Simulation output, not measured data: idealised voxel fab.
process module | voxel released beams
cross-section cut | 270 nm wide | cells 5 nm
A cross-section is a grid of square cells, given in bands from the top down. A band is one or more rows of cells.
Each band's line starts with the height of the band's top and of its bottom, in nm. Then come its materials from left to right, each with its width in nm. One material with "throughout" fills the band from edge to edge. "air" is empty space.
Height 0 is the level under which the wafer as received is all one material. The lowest band goes on downwards, as in "0 down".
A width such as "30 to 40" changes by the same amount from each row of cells to the next, from the band's top row to its bottom row.
"no change" after a step means that no cell of the cross-section changed.
closed voids: empty space of 8 cells or more with no open way to the top, each as width x height at its distance from the left edge, in nm
after a step's settings: what the simulator itself notes on the step
overlay nm, on a step with a mask: how far to the right of its planned place the mask lay; to the left if negative
plan
1 op RECEIVE | material Si
2 op CONFORMAL_DEP | material Al2O3 | thk nm 5
3 op DIRECTIONAL_DEP | material SiO2 | thk nm 15
4 op DIRECTIONAL_DEP | material aC | thk nm 10
5 op PATTERN | tone open | mask id ANCHOR | material resist | width nm 35 | thk nm 30 | overlay nm 0
6 op DIRECTIONAL_ETCH | etch materials aC | depth nm 10
7 op STRIP | etch materials resist
8 op DIRECTIONAL_ETCH | etch materials SiO2 | depth nm 15
9 op STRIP | etch materials aC
10 op CONFORMAL_DEP | material SiN | thk nm 10
11 op DIRECTIONAL_DEP | material aC | thk nm 10
12 op PATTERN | tone cover | mask id BEAM | material resist | width nm 105 | thk nm 25 | overlay nm 0
13 op DIRECTIONAL_ETCH | etch materials aC | depth nm 10
14 op STRIP | etch materials resist
15 op DIRECTIONAL_ETCH | etch materials SiN | depth nm 10
16 op STRIP | etch materials aC
17 op STRIP | etch materials SiO2
first wafer, as planned
as received, after step 1
  0 down: Si throughout
  closed voids: none
after step 2
  5 to 0: Al2O3 throughout
  below 0: unchanged
after step 3
  20 to 5: SiO2 throughout
  below 5: unchanged
after step 4
  30 to 20: aC throughout
  below 20: unchanged
after step 5
  60 to 30: resist 85 | air 35 | resist 150
  below 30: unchanged
after step 6
  50 to 30: resist 85 | air 35 | resist 150
  30 to 20: aC 85 | air 35 | aC 150
  below 20: unchanged
after step 7
  30 to 20: aC 85 | air 35 | aC 150
  below 20: unchanged
after step 8
  30 to 20: aC 85 | air 35 | aC 150
  20 to 5: SiO2 85 | air 35 | SiO2 150
  below 5: unchanged
after step 9
  20 to 5: SiO2 85 | air 35 | SiO2 150
  below 5: unchanged
after step 10
  30 to 20: SiN 95 | air 15 | SiN 160
  20 to 15: SiO2 85 | SiN 10 | air 15 | SiN 10 | SiO2 150
  15 to 5: SiO2 85 | SiN 35 | SiO2 150
  below 5: unchanged
after step 11
  40 to 30: aC 95 | air 15 | aC 160
  30 to 25: SiN 95 | air 15 | SiN 160
  25 to 20: SiN 95 | aC 15 | SiN 160
  20 to 15: SiO2 85 | SiN 10 | aC 15 | SiN 10 | SiO2 150
  below 15: unchanged
after step 12
  65 to 40: air 80 | resist 105 | air 85
  40 to 30: aC 95 | resist 15 | aC 160
  30 to 25: SiN 95 | resist 15 | SiN 160
  below 25: unchanged
after step 13
  55 to 40: air 80 | resist 105 | air 85
  40 to 30: air 80 | aC 15 | resist 15 | aC 75 | air 85
  below 30: unchanged
after step 14
  40 to 30: air 80 | aC 15 | air 15 | aC 75 | air 85
  30 to 25: SiN 95 | air 15 | SiN 160
  below 25: unchanged
after step 15
  40 to 30: air 80 | aC 15 | air 15 | aC 75 | air 85
  30 to 25: air 80 | SiN 15 | air 15 | SiN 75 | air 85
  25 to 20: air 80 | SiN 15 | aC 15 | SiN 75 | air 85
  below 20: unchanged
after step 16
  30 to 20: air 80 | SiN 15 | air 15 | SiN 75 | air 85
  20 to 15: SiO2 85 | SiN 10 | air 15 | SiN 10 | SiO2 150
  below 15: unchanged
after step 17
  30 to 20: air 80 | SiN 15 | air 15 | SiN 75 | air 85
  20 to 15: air 85 | SiN 10 | air 15 | SiN 10 | air 150
  15 to 5: air 85 | SiN 35 | air 150
  below 5: unchanged
second wafer: like start, like plan, one mistake. Through step 1 it matches the first wafer
when step 2 should have ended
  15 to 0: SiO2 throughout
  below 0: unchanged
when step 3 should have ended
  20 to 15: Al2O3 throughout
  below 15: unchanged
when step 4 should have ended
  30 to 20: aC throughout
  below 20: unchanged
when step 5 should have ended
  60 to 30: resist 85 | air 35 | resist 150
  below 30: unchanged
when step 6 should have ended
  50 to 30: resist 85 | air 35 | resist 150
  30 to 20: aC 85 | air 35 | aC 150
  below 20: unchanged
when step 7 should have ended
  30 to 20: aC 85 | air 35 | aC 150
  below 20: unchanged
when step 8 should have ended: no change
when step 9 should have ended
  20 to 15: Al2O3 throughout
  below 15: unchanged
when step 10 should have ended
  30 to 20: SiN throughout
  below 20: unchanged
when step 11 should have ended
  40 to 30: aC throughout
  below 30: unchanged
when step 12 should have ended
  65 to 40: air 80 | resist 105 | air 85
  below 40: unchanged
when step 13 should have ended
  55 to 40: air 80 | resist 105 | air 85
  40 to 30: air 80 | aC 105 | air 85
  below 30: unchanged
when step 14 should have ended
  40 to 30: air 80 | aC 105 | air 85
  below 30: unchanged
when step 15 should have ended
  40 to 30: air 80 | aC 105 | air 85
  30 to 20: air 80 | SiN 105 | air 85
  below 20: unchanged
when step 16 should have ended
  30 to 20: air 80 | SiN 105 | air 85
  below 20: unchanged
when step 17 should have ended: no change
what went wrong: steps 2 and 3 were swapped
at the end the second wafer has, in cells: 12 fewer of SiN | 162 more of SiO2
